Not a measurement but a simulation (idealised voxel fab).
process module | voxel capacitor over wiring
cross-section cut | 185 nm wide | cells 5 nm
A cross-section is a grid of square cells, given in bands from the top down. A band is one or more rows of cells.
Each band's line starts with the height of the band's top and of its bottom, in nm. Then come its materials from left to right, each with its width in nm. One material with "throughout" fills the band from edge to edge. "air" is empty space.
Height 0 is the level under which the wafer as received is all one material. The lowest band goes on downwards, as in "0 down".
A width such as "30 to 40" changes by the same amount from each row of cells to the next, from the band's top row to its bottom row.
"no change" after a step means that no cell of the cross-section changed.
closed voids: empty space of 8 cells or more with no open way to the top, each as width x height at its distance from the left edge, in nm
after a step's settings: what the simulator itself notes on the step
overlay nm, on a step with a mask: how far to the right of its planned place the mask lay; to the left if negative
plan
1 op RECEIVE | material Si
2 op CONFORMAL_DEP | material SiO2 | thk nm 10
3 op CONFORMAL_DEP | material SiCN | thk nm 5
4 op DIRECTIONAL_DEP | material lowk | thk nm 15
5 op MASKED_ETCH | tone open | mask id METAL_1 | width nm 30 | pitch nm 85 | etch materials lowk | depth nm 15 | overlay nm 0
6 op MASKED_ETCH | tone open | mask id METAL_1 | width nm 30 | pitch nm 85 | etch materials SiCN | depth nm 5 | overlay nm 0
7 op CONFORMAL_DEP | material TiN | thk nm 5
8 op FILL_DEP | material Cu | thk nm 5
9 op CMP | height nm 30
10 op CONFORMAL_DEP | material SiCN | thk nm 5
11 op DIRECTIONAL_DEP | material SiO2 | thk nm 10
12 op PATTERN | tone open | mask id PLUG_1 | material resist | width nm 15 | thk nm 20 | overlay nm 0
13 op DIRECTIONAL_ETCH | etch materials SiO2 | depth nm 10
14 op DIRECTIONAL_ETCH | etch materials SiCN | depth nm 5
15 op STRIP | etch materials resist
16 op CONFORMAL_DEP | material TiN | thk nm 5
17 op FILL_DEP | material Cu | thk nm 5
18 op CMP | height nm 45
19 op DIRECTIONAL_DEP | material TiN | thk nm 5
20 op DIRECTIONAL_DEP | material SiN | thk nm 5
21 op DIRECTIONAL_DEP | material TiN | thk nm 5
22 op PATTERN | tone cover | mask id UPPER_PLATE | material resist | width nm 60 | thk nm 20 | overlay nm 0
23 op DIRECTIONAL_ETCH | etch materials TiN | depth nm 5
24 op DIRECTIONAL_ETCH | etch materials SiN | depth nm 5
25 op STRIP | etch materials resist
26 op PATTERN | tone cover | mask id LOWER_PLATE | material resist | width nm 70 | thk nm 20 | overlay nm 0
27 op DIRECTIONAL_ETCH | etch materials TiN | depth nm 5
28 op STRIP | etch materials resist
29 op FILL_DEP | material SiO2 | thk nm 20
30 op CMP | height nm 75
31 op MASKED_ETCH | tone open | mask id PLUG_2 | width nm 15 | etch materials SiO2 | depth nm 15 | overlay nm 0
32 op CONFORMAL_DEP | material TiN | thk nm 5
33 op FILL_DEP | material Ru | thk nm 5
34 op CMP | height nm 75
35 op CONFORMAL_DEP | material SiCN | thk nm 5
as received, after step 1
  0 down: Si throughout
  closed voids: none
first wafer at the end, as planned
  80 to 75: SiCN throughout
  75 to 65: SiO2 60 | TiN 5 | Ru 5 | TiN 5 | SiO2 110
  65 to 55: SiO2 60 to 50 | TiN 15 to 60 | SiO2 110 to 75
  55 to 50: SiO2 50 | SiN 60 | SiO2 75
  50 to 45: SiO2 45 | TiN 70 | SiO2 70
  45 to 35: SiO2 50 | TiN 5 | Cu 5 | TiN 5 | SiO2 120
  35 to 30: SiCN 50 | TiN 15 | SiCN 120
  30 to 15: lowk 35 | TiN 5 | Cu 20 | TiN 5 | lowk 55 | TiN 5 | Cu 20 | TiN 5 | lowk 35
  15 to 10: SiCN 35 | TiN 30 | SiCN 55 | TiN 30 | SiCN 35
  10 to 0: SiO2 throughout
  0 down: Si throughout
  closed voids: none
second wafer at the end: like start, like plan, one mistake
  80 to 75: SiCN throughout
  75 to 65: SiO2 60 | TiN 5 | Ru 5 | TiN 5 | SiO2 110
  65 to 55: SiO2 60 to 50 | TiN 15 to 60 | SiO2 110 to 75
  55 to 50: SiO2 50 | SiN 60 | SiO2 75
  50 to 45: SiO2 45 | TiN 70 | SiO2 70
  45 to 35: SiO2 50 | TiN 5 | Cu 5 | TiN 5 | SiO2 120
  35 to 30: SiCN 50 | TiN 15 | SiCN 120
  30 to 25: Cu throughout
  25 to 20: TiN 40 | Cu 20 | TiN 65 | Cu 20 | TiN 40
  20 to 5: lowk 35 | TiN 5 | Cu 20 | TiN 5 | lowk 55 | TiN 5 | Cu 20 | TiN 5 | lowk 35
  5 to 0: SiCN 35 | TiN 30 | SiCN 55 | TiN 30 | SiCN 35
  0 down: Si throughout
  closed voids: none
what went wrong: step 2 was left out
at the end the second wafer has, in cells: 45 more of Cu | 74 fewer of SiO2 | 29 more of TiN
